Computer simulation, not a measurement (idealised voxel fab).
The document below concerns the process module designated voxel self aligned vias.
In the cross-section labelled cut, the width is 175 nm and each square cell is 5 nm.
Cross-section = grid of square cells, listed top down in bands; band = one or more rows. First you get the band's top height and its bottom height, in nm, and then the materials it's made of, left to right, with each width in nm. If you see a single material with "full width", that one covers the band edge to edge. "blank" is empty space. Height reference: 0 = level under which incoming wafer is all one material. Lowest band: no bottom, runs on downward, e.g. "0..down". The notation "30..40" denotes a width that varies across the rows of cells in the band, beginning at the first number in the top row, finishing at the second number in the bottom row, and changing by an identical amount from each row to the next. "nothing changed" -> step changed no cross-section cell. Enclosed voids (no open way to top), threshold 8 cells or more, entry "Fully enclosed voids", notation width x height at distance, distance from left edge, nm. It should be noted that, on the line of a given step, the content following the step's settings is a remark produced by the simulator itself with respect to that step. For masked steps, "overlay nm" on the step line gives how far right of plan the mask actually lay; a minus sign means it lay to the left.
[The following list gives the planned process steps]
1 op RECEIVE | material Si
2 op CONFORMAL_DEP | material SiO2 | thk nm 15
3 op CONFORMAL_DEP | material SiCN | thk nm 5
4 op DIRECTIONAL_DEP | material SiO2 | thk nm 20
5 op DIRECTIONAL_DEP | material aC | thk nm 15
6 op PATTERN | tone open | mask id LINES | material resist | width nm 30 | pitch nm 70 | thk nm 35 | overlay nm 0
7 op DIRECTIONAL_ETCH | etch materials aC | depth nm 15
8 op STRIP | etch materials resist
9 op DIRECTIONAL_ETCH | etch materials SiO2 | depth nm 20
10 op STRIP | etch materials aC
11 op CONFORMAL_DEP | material TiN | thk nm 5
12 op FILL_DEP | material Ru | thk nm 10
13 op CMP | height nm 40
14 op SELECTIVE_ETCH | etch materials W Ru TiN | depth nm 10
15 op FILL_DEP | material SiN | thk nm 5
16 op CMP | height nm 40
17 op DIRECTIONAL_DEP | material SiO2 | thk nm 15
18 op DIRECTIONAL_DEP | material aC | thk nm 10
19 op PATTERN | tone open | mask id VIAS | material resist | width nm 50 | thk nm 30 | overlay nm 0
20 op DIRECTIONAL_ETCH | etch materials aC | depth nm 10
21 op STRIP | etch materials resist
22 op DIRECTIONAL_ETCH | etch materials SiO2 | depth nm 15
23 op DIRECTIONAL_ETCH | etch materials SiN | depth nm 10
24 op STRIP | etch materials aC
25 op CONFORMAL_DEP | material TiN | thk nm 5
26 op FILL_DEP | material W | thk nm 10
27 op CMP | height nm 55
28 op CONFORMAL_DEP | material SiN | thk nm 5
[Here's what the wafer looked like in cross-section when it arrived - that's after step 1]
0..down | Si full width
Fully enclosed voids: none
[Cross-section: first of two wafers, module finished, run according to plan]
60..55 | SiN full width
55..45 | 25 SiO2 | 5 TiN | 40 W | 5 TiN | 100 SiO2
45..40 | 25 SiO2 | 15 TiN | 20 W | 15 TiN | 100 SiO2
40..35 | 35 SiO2 | 5 TiN | 20 W | 5 TiN | 40 SiO2 | 30 SiN | 40 SiO2
35..30 | 35 SiO2 | 30 TiN | 40 SiO2 | 30 SiN | 40 SiO2
30..25 | 35 SiO2 | 5 TiN | 20 Ru | 5 TiN | 40 SiO2 | 5 TiN | 20 Ru | 5 TiN | 40 SiO2
25..20 | 35 SiO2 | 30 TiN | 40 SiO2 | 30 TiN | 40 SiO2
20..15 | SiCN full width
15..0 | SiO2 full width
0..down | Si full width
Fully enclosed voids: none
[Now the second wafer, cross-sectioned at the end of the module. Nothing different at the start, nothing different in the plan compared with the first, just one mistake when it was actually run]
60..55 | SiN full width
55..45 | 25 SiO2 | 5 TiN | 40 W | 5 TiN | 100 SiO2
45..40 | 25 SiO2 | 15 TiN | 20 W | 15 TiN | 100 SiO2
40..35 | 35 SiO2 | 30 TiN | 40 SiO2 | 30 SiN | 40 SiO2
35..30 | SiCN full width
30..0 | SiO2 full width
0..down | Si full width
Fully enclosed voids: none
What was done differently from what was planned? the plan's step 2 ran twice
Final tally in cells, some materials are higher or lower on the second wafer than on the first: -8 Ru; -6 SiN; +36 SiO2; -18 TiN; -4 W
